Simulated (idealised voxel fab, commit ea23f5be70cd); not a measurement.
process module | voxel fin reveal
It is cross-section cut that appears here, measuring 300 nm in width, its square cells being 5 nm in size.
A cross-section in this document is a grid of square cells, and it is written down as bands, the top band listed before the ones below it; a band is made up of one or more rows of cells.
Look at the band entry: it leads with the top's height and the bottom's height in nm. Then it lists the materials left to right, with a width in nm for each. The word "throughout" on a single material says that material fills the band edge to edge. The word "empty" is empty space.
The reference from which all heights are counted is 0, the level beneath which the as-received wafer is entirely one material; the lowest band, having no lower bound, proceeds downward and is written after the example "0 down".
Width "30..40": first value at the band's top row of cells, second value at its bottom row, equal change from row to row.
"no modifications", as given for a step, is the statement that not any cell of the cross-section underwent a change during that step.
So "Non-vented voids" is basically the list of trapped voids: any empty space of 8 cells or more that can't reach the top through an opening. They're written width x height at distance, the distance being from the left edge, and it's all nm.
Heads up: the bit after the settings on a step's line is the simulator's remark on that step.
"overlay nm", when on a step's line for a step with a mask, measures how far to the right of its planned place the mask lay; a negative measure means to the left.
# The steps planned for the process are as follows
1) RECEIVE with material Si
2) CONFORMAL_DEP with material SiN, thk nm 10
3) PATTERN with tone cover, mask id FINS, material resist, width nm 15, pitch nm 35, thk nm 15, overlay nm 0
4) DIRECTIONAL_ETCH with etch materials SiN, depth nm 10
5) DIRECTIONAL_ETCH with etch materials Si, depth nm 35
6) STRIP with etch materials resist
7) FILL_DEP with material SiO2, thk nm 10
8) CMP with height nm 10
9) SELECTIVE_ETCH with etch materials SiO2, depth nm 35
10) STRIP with etch materials SiN
11) CONFORMAL_DEP with material SiO2, thk nm 5
# Received-state cross-section, reflecting completion of step 1
> 0 down = Si throughout
> Non-vented voids: none
# first wafer at the end, as planned
> 5 to 0 = empty 100 | SiO2 25 | empty 10 | SiO2 25 | empty 10 | SiO2 25 | empty 105
> 0 to -20 = empty 100 | SiO2 5 | Si 15 | SiO2 5 | empty 10 | SiO2 5 | Si 15 | SiO2 5 | empty 10 | SiO2 5 | Si 15 | SiO2 5 | empty 105
> -20 to -35 = SiO2 105 | Si 15 | SiO2 20 | Si 15 | SiO2 20 | Si 15 | SiO2 110
> -35 down = Si throughout
> Non-vented voids: none
# So this is wafer number two of the two, cut at the end of the module - it started where the first did and had the same plan, we just got one thing wrong running it
> 5 to 0 = empty 100 | SiO2 25 | empty 10 | SiO2 25 | empty 10 | SiO2 25 | empty 105
> 0 to -20 = empty 100 | SiO2 5 | Si 15 | SiO2 5 | empty 10 | SiO2 5 | Si 15 | SiO2 5 | empty 10 | SiO2 5 | Si 15 | SiO2 5 | empty 105
> -20 to -70 = SiO2 105 | Si 15 | SiO2 20 | Si 15 | SiO2 20 | Si 15 | SiO2 110
> -70 down = Si throughout
> Non-vented voids: none
In executing the process, a mistake was made relative to the plan: twice over, step 5 of the plan was run
Per the end-of-run cell counts, the second wafer holds more or fewer of some materials than the first: 357 fewer of Si; 357 more of SiO2
